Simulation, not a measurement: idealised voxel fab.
Proc. module: voxel double patterning
In the cross-section labelled cut, the width is 150 nm and each square cell is 5 nm.
A cross-section in this document is a grid of square cells, and it is written down as bands, the top band listed before the ones below it; a band is made up of one or more rows of cells. First you get the band's top height and its bottom height, in nm, and then the materials it's made of, left to right, with each width in nm. If you see a single material with "everywhere", that one covers the band edge to edge. "blank" is empty space. The reference from which all heights are counted is 0, the level beneath which the as-received wafer is entirely one material; the lowest band, having no lower bound, proceeds downward and is written after the example "0 and below". Read "30->40" as a graded width: first number on top, second number at the bottom, same change between each pair of neighbouring rows. A step reported as "no change" is a step in which no cell of the cross-section changed. "Fully closed voids" - sealed voids, min. 8 cells, no opening to top; format: width x height at distance (distance from left edge; nm throughout). Whatever follows a step's settings on its line is a remark the simulator itself makes about that step. For masked steps, "overlay nm" on the step line gives how far right of plan the mask actually lay; a minus sign means it lay to the left.

### List of planned process steps
step 1: op RECEIVE | material Si
step 2: op CONFORMAL_DEP | material SiN | thk nm 5
step 3: op DIRECTIONAL_DEP | material SiO2 | thk nm 20
step 4: op DIRECTIONAL_DEP | material SiCN | thk nm 5
step 5: op DIRECTIONAL_DEP | material aC | thk nm 10
step 6: op PATTERN | tone open | mask id FIRST | material resist | width nm 15 | pitch nm 50 | thk nm 25 | overlay nm 0
step 7: op DIRECTIONAL_ETCH | etch materials aC | depth nm 10
step 8: op STRIP | etch materials resist
step 9: op DIRECTIONAL_ETCH | etch materials SiCN | depth nm 5
step 10: op STRIP | etch materials aC
step 11: op PATTERN | tone open | mask id SECOND | material resist | width nm 15 | pitch nm 50 | thk nm 15 | overlay nm 0
step 12: op DIRECTIONAL_ETCH | etch materials SiCN | depth nm 5
step 13: op STRIP | etch materials resist
step 14: op DIRECTIONAL_ETCH | etch materials SiO2 | depth nm 20
step 15: op STRIP | etch materials SiCN

### Wafer cross-section on receipt, i.e. after step 1
- 0 and below = Si everywhere
- Fully closed voids: none

### This is how the wafer looks in cross-section once the module is done, given the starting state and plan above and one mistake in carrying the plan out
- 25 down to 5 = 15 SiO2 | 30 blank | 20 SiO2 | 30 blank | 20 SiO2 | 15 blank | 20 SiO2
- 5 down to 0 = SiN everywhere
- 0 and below = Si everywhere
- Fully closed voids: none
Here's what went sideways: heads up, step 11 didn't go per plan, it actually ran as op PATTERN | tone open | mask id SECOND | material resist | width nm 15 | pitch nm 50 | thk nm 15 | overlay nm -10
